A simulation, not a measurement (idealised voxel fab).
process module | voxel quadruple lines
cross-section cut | 140 nm wide | cells 5 nm
A cross-section is a grid of square cells, given in bands from the top down. A band is one or more rows of cells.
Each band's line starts with the height of the band's top and of its bottom, in nm. Then come its materials from left to right, each with its width in nm. One material with "throughout" fills the band from edge to edge. "air" is empty space.
Height 0 is the level under which the wafer as received is all one material. The lowest band goes on downwards, as in "0 down".
A width such as "30 to 40" changes by the same amount from each row of cells to the next, from the band's top row to its bottom row.
"no change" after a step means that no cell of the cross-section changed.
closed voids: empty space of 8 cells or more with no open way to the top, each as width x height at its distance from the left edge, in nm
after a step's settings: what the simulator itself notes on the step
overlay nm, on a step with a mask: how far to the right of its planned place the mask lay; to the left if negative
plan
1 op RECEIVE | material Si
2 op CONFORMAL_DEP | material Al2O3 | thk nm 5
3 op DIRECTIONAL_DEP | material Ru | thk nm 10
4 op DIRECTIONAL_DEP | material polySi | thk nm 20
5 op DIRECTIONAL_DEP | material aC | thk nm 25
6 op PATTERN | tone cover | mask id MANDREL | material resist | width nm 30 | thk nm 35 | overlay nm 0
7 op DIRECTIONAL_ETCH | etch materials aC | depth nm 25
8 op STRIP | etch materials resist
9 op CONFORMAL_DEP | material SiO2 | thk nm 10
10 op DIRECTIONAL_ETCH | etch materials SiO2 | depth nm 10
11 op STRIP | etch materials aC
12 op DIRECTIONAL_ETCH | etch materials polySi | depth nm 20
13 op STRIP | etch materials SiO2
14 op CONFORMAL_DEP | material SiN | thk nm 5
15 op DIRECTIONAL_ETCH | etch materials SiN | depth nm 10
16 op STRIP | etch materials polySi
17 op DIRECTIONAL_ETCH | etch materials Ru | depth nm 10
18 op STRIP | etch materials SiN
19 op FILL_DEP | material SiO2 | thk nm 10
20 op CMP | height nm 15
varied across the wafers: thk nm of step 14. The plan shows the first wafer's value. All wafers start alike
first wafer as received, after step 1
  0 down: Si throughout
  closed voids: none
first wafer at the end, after step 20
  15 to 5: SiO2 40 | Ru 5 | SiO2 10 | Ru 5 | SiO2 20 | Ru 5 | SiO2 10 | Ru 5 | SiO2 40
  5 to 0: Al2O3 throughout
  0 down: Si throughout
  closed voids: none
last wafer at the end
  15 to 5: Ru throughout
  5 to 0: Al2O3 throughout
  0 down: Si throughout
  closed voids: none
each wafer at the end: cells of each material gained (+) or lost (-) since it was received, then its closed voids
thk nm 5 | +28 Al2O3 | +8 Ru | +48 SiO2 | closed voids: none
thk nm 10 | +28 Al2O3 | +16 Ru | +40 SiO2 | closed voids: none
thk nm 15 | +28 Al2O3 | +56 Ru | closed voids: none
thk nm 20 | +28 Al2O3 | +56 Ru | closed voids: none
thk nm 25 | +28 Al2O3 | +56 Ru | closed voids: none
